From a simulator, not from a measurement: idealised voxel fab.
process module | voxel air gaps
cross-section cut | 165 nm wide | cells 5 nm
A cross-section is a grid of square cells, given in bands from the top down. A band is one or more rows of cells.
Each band's line starts with the height of the band's top and of its bottom, in nm. Then come its materials from left to right, each with its width in nm. One material with "throughout" fills the band from edge to edge. "air" is empty space.
Height 0 is the level under which the wafer as received is all one material. The lowest band goes on downwards, as in "0 down".
A width such as "30 to 40" changes by the same amount from each row of cells to the next, from the band's top row to its bottom row.
"no change" after a step means that no cell of the cross-section changed.
closed voids: empty space of 8 cells or more with no open way to the top, each as width x height at its distance from the left edge, in nm
after a step's settings: what the simulator itself notes on the step
overlay nm, on a step with a mask: how far to the right of its planned place the mask lay; to the left if negative
plan
1 op RECEIVE | material Si
2 op CONFORMAL_DEP | material SiO2 | thk nm 10
3 op CONFORMAL_DEP | material SiN | thk nm 5
4 op DIRECTIONAL_DEP | material lowk | thk nm 35
5 op PATTERN | tone open | mask id LINES | material resist | width nm 15 | pitch nm 45 | thk nm 20 | overlay nm 0
6 op DIRECTIONAL_ETCH | etch materials lowk | depth nm 35
7 op STRIP | etch materials resist
8 op CONFORMAL_DEP | material TiN | thk nm 5
9 op FILL_DEP | material Ru | thk nm 5
10 op CMP | height nm 50
11 op EPI | material Ru | thk nm 10
12 op SELECTIVE_ETCH | etch materials lowk | depth nm 45
13 op CONFORMAL_DEP | material SiCN | thk nm 5
as received, after step 1
  0 down: Si throughout
  closed voids: none
first wafer at the end, as planned
  65 to 60: air 15 | SiCN 135 | air 15
  60 to 50: air 15 | SiCN 5 | Ru 35 | SiCN 10 | Ru 35 | SiCN 10 | Ru 35 | SiCN 5 | air 15
  50 to 45: air 15 | SiCN 15 | TiN 5 | Ru 5 | TiN 5 | SiCN 30 | TiN 5 | Ru 5 | TiN 5 | SiCN 30 | TiN 5 | Ru 5 | TiN 5 | SiCN 15 | air 15
  45 to 20: air 25 | SiCN 5 | TiN 5 | Ru 5 | TiN 5 | SiCN 5 | air 20 | SiCN 5 | TiN 5 | Ru 5 | TiN 5 | SiCN 5 | air 20 | SiCN 5 | TiN 5 | Ru 5 | TiN 5 | SiCN 5 | air 25
  20 to 15: SiCN 30 | TiN 15 | SiCN 30 | TiN 15 | SiCN 30 | TiN 15 | SiCN 30
  15 to 10: SiN throughout
  10 to 0: SiO2 throughout
  0 down: Si throughout
  closed voids: 20 x 25 at 50; 20 x 25 at 95
second wafer at the end: like start, like plan, one mistake
  75 to 70: air 5 | SiCN 155 | air 5
  70 to 50: air 5 | SiCN 5 | Ru 145 | SiCN 5 | air 5
  50 to 45: air 5 | SiCN 25 | TiN 5 | Ru 5 | TiN 5 | lowk 30 | TiN 5 | Ru 5 | TiN 5 | lowk 30 | TiN 5 | Ru 5 | TiN 5 | SiCN 25 | air 5
  45 to 20: air 25 | SiCN 5 | TiN 5 | Ru 5 | TiN 5 | lowk 30 | TiN 5 | Ru 5 | TiN 5 | lowk 30 | TiN 5 | Ru 5 | TiN 5 | SiCN 5 | air 25
  20 to 15: SiCN 30 | TiN 15 | lowk 30 | TiN 15 | lowk 30 | TiN 15 | SiCN 30
  15 to 10: SiN throughout
  10 to 0: SiO2 throughout
  0 down: Si throughout
  closed voids: none
what went wrong: step 11 was run twice
at the end the second wafer has, in cells: 74 more of Ru | 40 fewer of SiCN | 84 more of lowk
closed voids at the end (first wafer, second wafer): 2, 0
